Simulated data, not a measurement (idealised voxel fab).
process module | voxel lift off
cross-section cut | 295 nm wide | cells 5 nm
A cross-section is a grid of square cells, given in bands from the top down. A band is one or more rows of cells.
Each band's line starts with the height of the band's top and of its bottom, in nm. Then come its materials from left to right, each with its width in nm. One material with "throughout" fills the band from edge to edge. "air" is empty space.
Height 0 is the level under which the wafer as received is all one material. The lowest band goes on downwards, as in "0 down".
A width such as "30 to 40" changes by the same amount from each row of cells to the next, from the band's top row to its bottom row.
"no change" after a step means that no cell of the cross-section changed.
closed voids: empty space of 8 cells or more with no open way to the top, each as width x height at its distance from the left edge, in nm
after a step's settings: what the simulator itself notes on the step
overlay nm, on a step with a mask: how far to the right of its planned place the mask lay; to the left if negative
plan
1 op RECEIVE | material Si
2 op CONFORMAL_DEP | material SiO2 | thk nm 15
3 op PATTERN | tone open | mask id LINES | material resist | width nm 15 | pitch nm 40 | thk nm 15 | overlay nm 0
4 op DIRECTIONAL_DEP | material Ru | thk nm 5
5 op STRIP | etch materials resist
6 op CONFORMAL_DEP | material SiCN | thk nm 5
varied across the wafers: width nm of step 3. The plan shows the first wafer's value. All wafers start alike
first wafer as received, after step 1
  0 down: Si throughout
  closed voids: none
each wafer at the end: cells of each material gained (+) or lost (-) since it was received, then its closed voids
width nm 15 | +6 Ru | +63 SiCN | +177 SiO2 | closed voids: none
width nm 20 | +8 Ru | +63 SiCN | +177 SiO2 | closed voids: none
width nm 25 | +10 Ru | +63 SiCN | +177 SiO2 | closed voids: none
